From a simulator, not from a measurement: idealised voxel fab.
The name of this process module is voxel wiring stack.
The figure presents cross-section cut, which has a width of 205 nm and is divided into square cells with an edge length of 5 nm.
How to read a cross-section here: the picture is a grid of square cells, written as bands going from the top down, and any band can span one or more rows of cells. Each band's line starts with the height of the band's top and of its bottom, in nm. Then come its materials from left to right, each with its width in nm. One material with "edge to edge" fills the band from edge to edge. "empty" is empty space. A quick word on heights: they are counted from 0, and under that level the wafer as it came to us is one material throughout. The lowest band is different from the rest in having no bottom; it simply continues downward, written as in "0..down". Quick explanation for "30..40": the width changes in equal steps down the rows of cells, from the first number in the band's top row to the second number in its bottom row. Any step labelled "nothing altered" changed none of the cells in the cross-section. Enclosed voids (no open way to top), threshold 8 cells or more, entry "Closed void roster", notation width x height at distance, distance from left edge, nm. Anything after a step's settings on that line? It's the simulator's own note about the step. What "overlay nm" on a step's line means: if the step has a mask, that mask lay this far to the right of its planned place, or, when the value is negative, to the left.

## Listed below are the process steps as planned
1,RECEIVE,material Si
2,CONFORMAL_DEP,material SiO2,thk nm 10
3,CONFORMAL_DEP,material SiCN,thk nm 5
4,DIRECTIONAL_DEP,material lowk,thk nm 25
5,DIRECTIONAL_DEP,material aC,thk nm 5
6,PATTERN,tone open,mask id METAL_1,material resist,width nm 20,pitch nm 45,thk nm 35,overlay nm 0
7,DIRECTIONAL_ETCH,etch materials aC,depth nm 15
8,STRIP,etch materials resist
9,DIRECTIONAL_ETCH,etch materials lowk,depth nm 25
10,DIRECTIONAL_ETCH,etch materials SiCN,depth nm 5
11,STRIP,etch materials aC
12,CONFORMAL_DEP,material TiN,thk nm 5
13,FILL_DEP,material Ru,thk nm 5
14,CMP,height nm 40
15,CONFORMAL_DEP,material SiCN,thk nm 5
16,DIRECTIONAL_DEP,material lowk,thk nm 15
17,DIRECTIONAL_DEP,material aC,thk nm 10
18,PATTERN,tone open,mask id PLUG_1,material resist,width nm 15,thk nm 25,overlay nm 0
19,DIRECTIONAL_ETCH,etch materials aC,depth nm 10
20,STRIP,etch materials resist
21,DIRECTIONAL_ETCH,etch materials lowk,depth nm 15
22,DIRECTIONAL_ETCH,etch materials SiCN,depth nm 5
23,STRIP,etch materials aC
24,CONFORMAL_DEP,material TiN,thk nm 5
25,FILL_DEP,material Ru,thk nm 10
26,CMP,height nm 60
27,DIRECTIONAL_DEP,material TiN,thk nm 5
28,DIRECTIONAL_DEP,material Ru,thk nm 20
29,DIRECTIONAL_DEP,material aC,thk nm 10
30,PATTERN,tone cover,mask id METAL_2,material resist,width nm 20,pitch nm 45,thk nm 25,overlay nm 0
31,DIRECTIONAL_ETCH,etch materials aC,depth nm 10
32,STRIP,etch materials resist
33,DIRECTIONAL_ETCH,etch materials Ru,depth nm 20
34,DIRECTIONAL_ETCH,etch materials TiN,depth nm 5
35,STRIP,etch materials aC
36,CONFORMAL_DEP,material SiCN,thk nm 5
37,FILL_DEP,material lowk,thk nm 5
38,CMP,height nm 85
39,CONFORMAL_DEP,material SiCN,thk nm 5
40,DIRECTIONAL_DEP,material lowk,thk nm 10
41,PATTERN,tone open,mask id PLUG_2,material resist,width nm 15,pitch nm 45,thk nm 15,overlay nm 0
42,DIRECTIONAL_ETCH,etch materials lowk,depth nm 10
43,DIRECTIONAL_ETCH,etch materials SiCN,depth nm 5
44,STRIP,etch materials resist
45,CONFORMAL_DEP,material TiN,thk nm 5
46,FILL_DEP,material Cu,thk nm 5
47,CMP,height nm 100
48,DIRECTIONAL_DEP,material TiN,thk nm 5
49,DIRECTIONAL_DEP,material Ru,thk nm 15
50,DIRECTIONAL_DEP,material aC,thk nm 15
51,PATTERN,tone cover,mask id METAL_3,material resist,width nm 20,pitch nm 45,thk nm 30,overlay nm 0
52,DIRECTIONAL_ETCH,etch materials aC,depth nm 15
53,STRIP,etch materials resist
54,DIRECTIONAL_ETCH,etch materials Ru,depth nm 15
55,DIRECTIONAL_ETCH,etch materials TiN,depth nm 5
56,STRIP,etch materials aC
57,FILL_DEP,material lowk,thk nm 5
58,CMP,height nm 120
59,CONFORMAL_DEP,material SiN,thk nm 5
Among the wafers covered here, the point of difference is the thk nm at step 5; their starting state is shared, and the plan presents the value of the first wafer.

## Received wafers, first of several: cross-section after step 1
> 0..down: Si edge to edge
> Closed void roster: none

## End of module, by wafer: material-by-material cell gain (+) or loss (-) since receipt, then closed voids
thk nm 5; +4 Cu; +79 Ru; +155 SiCN; +41 SiN; +82 SiO2; +67 TiN; +597 lowk; Closed void roster: none
thk nm 10; +4 Cu; +79 Ru; +155 SiCN; +41 SiN; +82 SiO2; +67 TiN; +597 lowk; Closed void roster: none
thk nm 15; +4 Cu; +79 Ru; +155 SiCN; +41 SiN; +82 SiO2; +67 TiN; +597 lowk; Closed void roster: none
thk nm 20; +4 Cu; +59 Ru; +163 SiCN; +41 SiN; +82 SiO2; +39 TiN; +637 lowk; Closed void roster: none
thk nm 25; +4 Cu; +59 Ru; +163 SiCN; +41 SiN; +82 SiO2; +39 TiN; +637 lowk; Closed void roster: none
thk nm 30; +4 Cu; +59 Ru; +163 SiCN; +41 SiN; +82 SiO2; +39 TiN; +637 lowk; Closed void roster: none
